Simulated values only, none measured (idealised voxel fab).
The process module presented herein is designated voxel gate over fins.
Square cell edge 5 nm, section width 215 nm, ID cut.
Each cross-section below is a grid of square cells, stated as bands in top-down order, with one or more rows of cells making up each band. Look at the band entry: it leads with the top's height and the bottom's height in nm. Then it lists the materials left to right, with a width in nm for each. The word "all across" on a single material says that material fills the band edge to edge. The word "blank" is empty space. Ref level 0: as-received wafer is one material below here. Bottom band extends down with no lower bound ("0..down"). The two numbers in a width such as "30..40" mark its ends across the band: the first belongs to the top row of cells, the second to the bottom row, and from each row to the next the width moves by the same amount. You'll sometimes find "no change occurred" written for a step, and that's the way of saying that nowhere in the cross-section did a cell change during that step. "Entrapped voids" means: voids of 8 cells or more that are shut off from the top with no open way through. Written width x height at distance, distance from the left edge, in nm. Post-settings text on a step line: simulator's own remark regarding the step. overlay nm: step with mask; distance mask lay right of planned place; negative value = left of planned place.

### So here's the lineup of process steps we planned
1,RECEIVE: material Si
2,CONFORMAL_DEP: material SiN, thk nm 10
3,DIRECTIONAL_DEP: material aC, thk nm 15
4,PATTERN: tone cover, mask id FINS, material resist, width nm 15, pitch nm 40, thk nm 30, overlay nm 0
5,DIRECTIONAL_ETCH: etch materials aC, depth nm 15
6,STRIP: etch materials resist
7,DIRECTIONAL_ETCH: etch materials SiN, depth nm 10
8,DIRECTIONAL_ETCH: etch materials Si, depth nm 40
9,STRIP: etch materials aC
10,FILL_DEP: material SiO2, thk nm 5
11,CMP: height nm 10
12,SELECTIVE_ETCH: etch materials SiO2, depth nm 25
13,STRIP: etch materials SiN
14,CONFORMAL_DEP: material HfO2, thk nm 5
15,CONFORMAL_DEP: material TiN, thk nm 5
16,CONFORMAL_DEP: material TiAl, thk nm 5
17,CONFORMAL_DEP: material TiN, thk nm 5
18,FILL_DEP: material W, thk nm 15
19,CMP: height nm 30
20,CONFORMAL_DEP: material SiCN, thk nm 10

### Shown in cross-section is the wafer as received, that is, as it stands after step 1
* 0..down: Si all across
* Entrapped voids: none

### The plan above was carried out on the starting structure above with one mistake, and this cross-section shows the wafer at the end of the module
* 40..30: SiCN all across
* 30..20: W all across
* 20..15: 40 nm W | 140 nm TiN | 35 nm W
* 15..10: 40 nm W | 5 nm TiN | 130 nm TiAl | 5 nm TiN | 35 nm W
* 10..5: 40 nm W | 5 nm TiN | 5 nm TiAl | 120 nm TiN | 5 nm TiAl | 5 nm TiN | 35 nm W
* 5..0: 45 nm TiN | 5 nm TiAl | 5 nm TiN | 30 nm HfO2 | 10 nm TiN | 30 nm HfO2 | 10 nm TiN | 30 nm HfO2 | 5 nm TiN | 5 nm TiAl | 40 nm TiN
* 0..-5: 50 nm TiAl | 5 nm TiN | 5 nm HfO2 | 20 nm Si | 5 nm HfO2 | 10 nm TiN | 5 nm HfO2 | 20 nm Si | 5 nm HfO2 | 10 nm TiN | 5 nm HfO2 | 20 nm Si | 5 nm HfO2 | 5 nm TiN | 45 nm TiAl
* -5..-10: 55 nm TiN | 5 nm HfO2 | 20 nm Si | 5 nm HfO2 | 10 nm TiN | 5 nm HfO2 | 20 nm Si | 5 nm HfO2 | 10 nm TiN | 5 nm HfO2 | 20 nm Si | 5 nm HfO2 | 50 nm TiN
* -10..-15: 60 nm HfO2 | 20 nm Si | 20 nm HfO2 | 20 nm Si | 20 nm HfO2 | 20 nm Si | 55 nm HfO2
* -15..-40: 60 nm SiO2 | 20 nm Si | 20 nm SiO2 | 20 nm Si | 20 nm SiO2 | 20 nm Si | 55 nm SiO2
* -40..down: Si all across
* Entrapped voids: none
Where did the run depart from the plan? the process deviated at step 4: the operation and settings actually run there were PATTERN: tone cover, mask id FINS, material resist, width nm 20, pitch nm 40, thk nm 30, overlay nm 0
